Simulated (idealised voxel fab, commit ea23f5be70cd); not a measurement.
process module | voxel self aligned vias
cross-section cut | 290 nm wide | cells 5 nm
A cross-section is a grid of square cells, given in bands from the top down. A band is one or more rows of cells.
Each band's line starts with the height of the band's top and of its bottom, in nm. Then come its materials from left to right, each with its width in nm. One material with "throughout" fills the band from edge to edge. "air" is empty space.
Height 0 is the level under which the wafer as received is all one material. The lowest band goes on downwards, as in "0 down".
A width such as "30 to 40" changes by the same amount from each row of cells to the next, from the band's top row to its bottom row.
"no change" after a step means that no cell of the cross-section changed.
closed voids: empty space of 8 cells or more with no open way to the top, each as width x height at its distance from the left edge, in nm
after a step's settings: what the simulator itself notes on the step
overlay nm, on a step with a mask: how far to the right of its planned place the mask lay; to the left if negative
plan
1 op RECEIVE | material Si
2 op CONFORMAL_DEP | material SiO2 | thk nm 10
3 op CONFORMAL_DEP | material SiCN | thk nm 5
4 op DIRECTIONAL_DEP | material lowk | thk nm 30
5 op DIRECTIONAL_DEP | material aC | thk nm 10
6 op PATTERN | tone open | mask id LINES | material resist | width nm 30 | pitch nm 80 | thk nm 25 | overlay nm 0
7 op DIRECTIONAL_ETCH | etch materials aC | depth nm 10
8 op STRIP | etch materials resist
9 op DIRECTIONAL_ETCH | etch materials lowk | depth nm 30
10 op STRIP | etch materials aC
11 op CONFORMAL_DEP | material TiN | thk nm 5
12 op FILL_DEP | material Ru | thk nm 5
13 op CMP | height nm 45
14 op SELECTIVE_ETCH | etch materials W Ru TiN | depth nm 10
15 op FILL_DEP | material SiN | thk nm 5
16 op CMP | height nm 45
17 op DIRECTIONAL_DEP | material lowk | thk nm 15
18 op DIRECTIONAL_DEP | material aC | thk nm 15
19 op PATTERN | tone open | mask id VIAS | material resist | width nm 50 | pitch nm 80 | thk nm 35 | overlay nm 0
20 op DIRECTIONAL_ETCH | etch materials aC | depth nm 15
21 op STRIP | etch materials resist
22 op DIRECTIONAL_ETCH | etch materials lowk | depth nm 15
23 op DIRECTIONAL_ETCH | etch materials SiN | depth nm 10
24 op STRIP | etch materials aC
25 op CONFORMAL_DEP | material TiN | thk nm 5
26 op FILL_DEP | material Ru | thk nm 5
27 op CMP | height nm 60
28 op CONFORMAL_DEP | material SiCN | thk nm 5
as received, after step 1
  0 down: Si throughout
  closed voids: none
first wafer at the end, as planned
  65 to 60: SiCN throughout
  60 to 50: lowk 80 | TiN 5 | Ru 40 | TiN 5 | lowk 30 | TiN 5 | Ru 40 | TiN 5 | lowk 80
  50 to 40: lowk 80 to 90 | TiN 15 to 5 | Ru 20 | TiN 15 to 5 | lowk 30 to 50 | TiN 15 to 5 | Ru 20 | TiN 15 to 5 | lowk 80 to 90
  40 to 35: lowk 90 | TiN 30 | lowk 50 | TiN 30 | lowk 90
  35 to 20: lowk 90 | TiN 5 | Ru 20 | TiN 5 | lowk 50 | TiN 5 | Ru 20 | TiN 5 | lowk 90
  20 to 15: lowk 90 | TiN 30 | lowk 50 | TiN 30 | lowk 90
  15 to 10: SiCN throughout
  10 to 0: SiO2 throughout
  0 down: Si throughout
  closed voids: none
second wafer at the end: like start, like plan, one mistake
  55 to 50: SiCN throughout
  50 to 40: lowk 80 to 90 | TiN 15 to 5 | Ru 20 | TiN 15 to 5 | lowk 30 to 50 | TiN 15 to 5 | Ru 20 | TiN 15 to 5 | lowk 80 to 90
  40 to 35: lowk 90 | TiN 30 | lowk 50 | TiN 30 | lowk 90
  35 to 20: lowk 90 | TiN 5 | Ru 20 | TiN 5 | lowk 50 | TiN 5 | Ru 20 | TiN 5 | lowk 90
  20 to 15: lowk 90 | TiN 30 | lowk 50 | TiN 30 | lowk 90
  15 to 10: SiCN throughout
  10 to 0: SiO2 throughout
  0 down: Si throughout
  closed voids: none
what went wrong: step 27 ran as: op CMP | height nm 50
at the end the second wafer has, in cells: 32 fewer of Ru | 8 fewer of TiN | 76 fewer of lowk
